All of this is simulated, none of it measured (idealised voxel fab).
Title: Process Module voxel self aligned vias
Square cells of 5 nm make up the cross-section cut, whose width is 295 nm.
This document writes a cross-section as a grid whose cells are square, and gives it as bands, listed from the top down; one or more rows of cells form a band.
Within each band entry, the heights of the top and of the bottom of the band appear first, in that order and in nm; the materials of the band then follow from left to right, each with its corresponding width in nm. The designation "throughout" on a single material indicates that it fills the band from edge to edge; the designation "empty" indicates empty space.
Height 0 is the level under which the wafer as received is all one material. The lowest band goes on downwards, as in "0 and below".
So if you see something like "30 to 40" for the width, read it as the top row of the band sitting at the first number and the bottom row at the second, with every row in between moving by the same amount as the last.
"left unchanged" means the step left every cell of the cross-section as it was.
The label "Sealed internal voids" introduces a list of the empty spaces, 8 cells or larger, that have no open way up to the top; each entry in it reads width x height at distance, where the distance is taken from the left edge and all three are stated in nm.
after a step's settings: what the simulator itself notes on the step
Regarding "overlay nm": on a step with a mask, it is the distance the mask lay to the right of its planned place; a negative value places it to the left.
[plan]
| 1 | RECEIVE, material Si |
| 2 | CONFORMAL_DEP, material SiO2, thk nm 10 |
| 3 | CONFORMAL_DEP, material SiCN, thk nm 5 |
| 4 | DIRECTIONAL_DEP, material lowk, thk nm 30 |
| 5 | DIRECTIONAL_DEP, material aC, thk nm 15 |
| 6 | PATTERN, tone open, mask id LINES, material resist, width nm 30, pitch nm 70, thk nm 35, overlay nm 0 |
| 7 | DIRECTIONAL_ETCH, etch materials aC, depth nm 15 |
| 8 | STRIP, etch materials resist |
| 9 | DIRECTIONAL_ETCH, etch materials lowk, depth nm 30 |
| 10 | STRIP, etch materials aC |
| 11 | CONFORMAL_DEP, material TiN, thk nm 5 |
| 12 | FILL_DEP, material W, thk nm 10 |
| 13 | CMP, height nm 45 |
| 14 | SELECTIVE_ETCH, etch materials W Ru TiN, depth nm 10 |
| 15 | FILL_DEP, material SiN, thk nm 10 |
| 16 | CMP, height nm 45 |
| 17 | DIRECTIONAL_DEP, material lowk, thk nm 20 |
| 18 | PATTERN, tone open, mask id VIAS, material resist, width nm 40, thk nm 15, overlay nm 0 |
| 19 | DIRECTIONAL_ETCH, etch materials lowk, depth nm 20 |
| 20 | DIRECTIONAL_ETCH, etch materials SiN, depth nm 10 |
| 21 | STRIP, etch materials resist |
| 22 | CONFORMAL_DEP, material TiN, thk nm 5 |
| 23 | FILL_DEP, material W, thk nm 5 |
| 24 | CMP, height nm 65 |
| 25 | CONFORMAL_DEP, material SiCN, thk nm 5 |
[Shown in cross-section is the wafer as received, that is, as it stands after step 1]
  0 and below  Si throughout
  Sealed internal voids: none
[This is how the wafer looks in cross-section once the module is done, given the starting state and plan above and one mistake in carrying the plan out]
  70 down to 65  SiCN throughout
  65 down to 50  lowk=90 | TiN=5 | W=30 | TiN=5 | lowk=165
  50 down to 45  lowk=90 | TiN=40 | lowk=165
  45 down to 35  lowk=95 | Ru=30 | lowk=40 | Ru=30 | lowk=100
  35 down to 20  lowk=95 | TiN=5 | W=20 | TiN=5 | lowk=40 | TiN=5 | W=20 | TiN=5 | lowk=100
  20 down to 15  lowk=95 | TiN=30 | lowk=40 | TiN=30 | lowk=100
  15 down to 10  SiCN throughout
  10 down to 0  SiO2 throughout
  0 and below  Si throughout
  Sealed internal voids: none
Run error: step 15 did not use the planned setting and instead ran as FILL_DEP, material Ru, thk nm 10
